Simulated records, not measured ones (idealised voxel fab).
Process module under the name voxel local oxidation
FYI the section here is cut, 250 nm wide, cells are 5 nm squares.
Heads up, the way a cross-section reads in here is a grid of square cells, handed over as bands from the top down, with every band being one or more rows of cells. Top height, bottom height, nm. Materials left to right, width each, nm. Single material + "all across" = fills band edge to edge. "empty" = empty. Zero point of the height axis is 0; under it, received wafer = one material. Lowest band: continues down indefinitely, "0 -> down". A two-number width, for instance "30..40", indicates that the width is equal to the first number in the top row of the band and to the second number in the bottom row, and that it changes by a constant amount per row of cells. When a step is marked "no change occurred", none of the cells in the cross-section changed during that step. Any empty space of 8 cells or more lacking an open way to the top shows up in "Closed cavity list" as width x height at distance, distance from the left edge, in nm. Text after the settings on a step's line: the simulator's own remark on that step. "overlay nm", when on a step's line for a step with a mask, measures how far to the right of its planned place the mask lay; a negative measure means to the left.

PLAN
| 1 | RECEIVE (material Si) |
| 2 | OXIDIZE (depth nm 5) |
| 3 | CONFORMAL_DEP (material SiN; thk nm 10) |
| 4 | DIRECTIONAL_DEP (material aC; thk nm 10) |
| 5 | PATTERN (tone cover; mask id ACTIVE; material resist; width nm 90; thk nm 25; overlay nm 0) |
| 6 | DIRECTIONAL_ETCH (etch materials aC; depth nm 10) |
| 7 | STRIP (etch materials resist) |
| 8 | DIRECTIONAL_ETCH (etch materials SiN; depth nm 10) |
| 9 | STRIP (etch materials aC) |
| 10 | SELECTIVE_ETCH (etch materials SiO2; depth nm 5) |
| 11 | OXIDIZE (depth nm 10) |
| 12 | STRIP (etch materials SiN) |

CROSS-SECTION OF THE WAFER UPON ARRIVAL, REPRESENTING THE STATE REACHED AFTER STEP 1
- 0 -> down = Si all across
- Closed cavity list: none

POST-MODULE CROSS-SECTION OF THE FIRST OF TWO WAFERS (RUN PER PLAN)
- 0 -> -5 = empty 85  SiO2 80  empty 85
- -5 -> -15 = SiO2 95  Si 60  SiO2 95
- -15 -> down = Si all across
- Closed cavity list: none

CROSS-SECTION, WAFER TWO OF TWO, END OF MODULE: SAME START AND PLAN AS WAFER ONE, ONE ERROR IN EXECUTION
- 0 -> -5 = empty 85  SiO2 85  empty 80
- -5 -> -15 = SiO2 95  Si 65  SiO2 90
- -15 -> down = Si all across
- Closed cavity list: none
Want to know what went wrong? step 5 did not use the planned setting and instead ran as PATTERN (tone cover; mask id ACTIVE; material resist; width nm 95; thk nm 25; overlay nm 0)
End check, counted in cells, second wafer has more or fewer of these materials than the first: +2 Si | -1 SiO2
